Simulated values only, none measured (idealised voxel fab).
Process module under the name voxel capacitor over wiring
For reference, the cross-section in this document is cut, with width 200 nm and square cells of 5 nm.
We lay out every cross-section as a grid of square cells and spell it out in bands from the top down, where one band means one or more rows of cells. Band: top height; bottom height; in nm. Then, left to right: material with width in nm, for each material. "edge to edge": a single material spanning edge to edge. "blank": empty space. Below 0: as-received wafer, all one material; heights counted from there. Lowest band: no bottom, goes on down, written "z 0 and below". A two-number width, for instance "30->40", indicates that the width is equal to the first number in the top row of the band and to the second number in the bottom row, and that it changes by a constant amount per row of cells. Reading "identical to before" for a step: not a cell of the cross-section changed in it. Each empty space that has no open way to the top and spans at least 8 cells appears under "Closed-off voids" as width x height at distance, the distance counted from the left edge, all in nm. The remark found on a step's line after its settings is issued by the simulator itself and pertains to that step. overlay nm: for a step with a mask, the amount by which the mask lay right of where it was planned; a negative amount means left of it.
-- This section lists the process steps that were planned
1. RECEIVE | material Si
2. CONFORMAL_DEP | material SiO2 | thk nm 15
3. CONFORMAL_DEP | material SiCN | thk nm 5
4. DIRECTIONAL_DEP | material SiO2 | thk nm 20
5. DIRECTIONAL_DEP | material aC | thk nm 15
6. PATTERN | tone open | mask id METAL_1 | material resist | width nm 25 | pitch nm 90 | thk nm 35 | overlay nm 0
7. DIRECTIONAL_ETCH | etch materials aC | depth nm 15
8. STRIP | etch materials resist
9. DIRECTIONAL_ETCH | etch materials SiO2 | depth nm 20
10. DIRECTIONAL_ETCH | etch materials SiCN | depth nm 5
11. STRIP | etch materials aC
12. CONFORMAL_DEP | material TiN | thk nm 5
13. FILL_DEP | material Cu | thk nm 10
14. CMP | height nm 40
15. EPI | material Ru | thk nm 5
16. FILL_DEP | material SiCN | thk nm 5
17. DIRECTIONAL_DEP | material lowk | thk nm 10
18. PATTERN | tone open | mask id PLUG_1 | material resist | width nm 15 | thk nm 20 | overlay nm 0
19. DIRECTIONAL_ETCH | etch materials lowk | depth nm 10
20. DIRECTIONAL_ETCH | etch materials SiCN | depth nm 5
21. STRIP | etch materials resist
22. EPI | material Ru | thk nm 10
23. EPI | material Ru | thk nm 5
24. DIRECTIONAL_DEP | material TiN | thk nm 10
25. DIRECTIONAL_DEP | material HfO2 | thk nm 5
26. DIRECTIONAL_DEP | material TiN | thk nm 5
27. DIRECTIONAL_DEP | material aC | thk nm 10
28. PATTERN | tone cover | mask id UPPER_PLATE | material resist | width nm 70 | thk nm 25 | overlay nm 0
29. DIRECTIONAL_ETCH | etch materials aC | depth nm 10
30. STRIP | etch materials resist
31. DIRECTIONAL_ETCH | etch materials TiN | depth nm 5
32. DIRECTIONAL_ETCH | etch materials HfO2 | depth nm 5
33. STRIP | etch materials aC
34. PATTERN | tone cover | mask id LOWER_PLATE | material resist | width nm 80 | thk nm 15 | overlay nm 0
35. DIRECTIONAL_ETCH | etch materials TiN | depth nm 10
36. STRIP | etch materials resist
37. FILL_DEP | material SiO2 | thk nm 20
38. CMP | height nm 95
39. DIRECTIONAL_DEP | material aC | thk nm 15
40. PATTERN | tone open | mask id PLUG_2 | material resist | width nm 15 | thk nm 30 | overlay nm 0
41. DIRECTIONAL_ETCH | etch materials aC | depth nm 15
42. STRIP | etch materials resist
43. DIRECTIONAL_ETCH | etch materials SiO2 | depth nm 15
44. STRIP | etch materials aC
45. CONFORMAL_DEP | material TiN | thk nm 5
46. FILL_DEP | material Ru | thk nm 5
47. CMP | height nm 95
48. CONFORMAL_DEP | material SiCN | thk nm 5
-- As received (post step 1): cross-section
* z 0 and below = Si edge to edge
* Closed-off voids: none
-- The first of two wafers, cross-sectioned at the end of the module, with the run proceeding as planned
* z 100 to 95 = SiCN edge to edge
* z 95 to 85 = SiO2 (60)  TiN (5)  Ru (5)  TiN (5)  SiO2 (125)
* z 85 to 75 = SiO2 (60->50)  TiN (15->70)  SiO2 (125->80)
* z 75 to 70 = SiO2 (50)  HfO2 (70)  SiO2 (80)
* z 70 to 60 = SiO2 (45)  TiN (80)  SiO2 (75)
* z 60 to 50 = lowk (50)  Ru (15)  lowk (135)
* z 50 to 45 = SiCN (50)  Ru (15)  SiCN (135)
* z 45 to 40 = SiCN (35)  Ru (35)  SiCN (55)  Ru (35)  SiCN (40)
* z 40 to 20 = SiO2 (40)  TiN (5)  Cu (15)  TiN (5)  SiO2 (65)  TiN (5)  Cu (15)  TiN (5)  SiO2 (45)
* z 20 to 15 = SiCN (40)  TiN (25)  SiCN (65)  TiN (25)  SiCN (45)
* z 15 to 0 = SiO2 edge to edge
* z 0 and below = Si edge to edge
* Closed-off voids: none
-- Here's the second of our two wafers sectioned at module end. Same start as the first, same plan, but one mistake got made running it
* z 100 to 95 = SiCN edge to edge
* z 95 to 85 = SiO2 (60)  TiN (5)  aC (5)  TiN (5)  SiO2 (125)
* z 85 to 75 = SiO2 (60->50)  TiN (15->70)  SiO2 (125->80)
* z 75 to 70 = SiO2 (50)  HfO2 (70)  SiO2 (80)
* z 70 to 60 = SiO2 (45)  TiN (80)  SiO2 (75)
* z 60 to 50 = lowk (50)  Ru (15)  lowk (135)
* z 50 to 45 = SiCN (50)  Ru (15)  SiCN (135)
* z 45 to 40 = SiCN (35)  Ru (35)  SiCN (55)  Ru (35)  SiCN (40)
* z 40 to 20 = SiO2 (40)  TiN (5)  Cu (15)  TiN (5)  SiO2 (65)  TiN (5)  Cu (15)  TiN (5)  SiO2 (45)
* z 20 to 15 = SiCN (40)  TiN (25)  SiCN (65)  TiN (25)  SiCN (45)
* z 15 to 0 = SiO2 edge to edge
* z 0 and below = Si edge to edge
* Closed-off voids: none
Nonconformance to the process plan: off-plan run, step 46, actual operation and settings FILL_DEP | material aC | thk nm 5
Per the end-of-run cell counts, the second wafer holds more or fewer of some materials than the first: -2 Ru; +2 aC
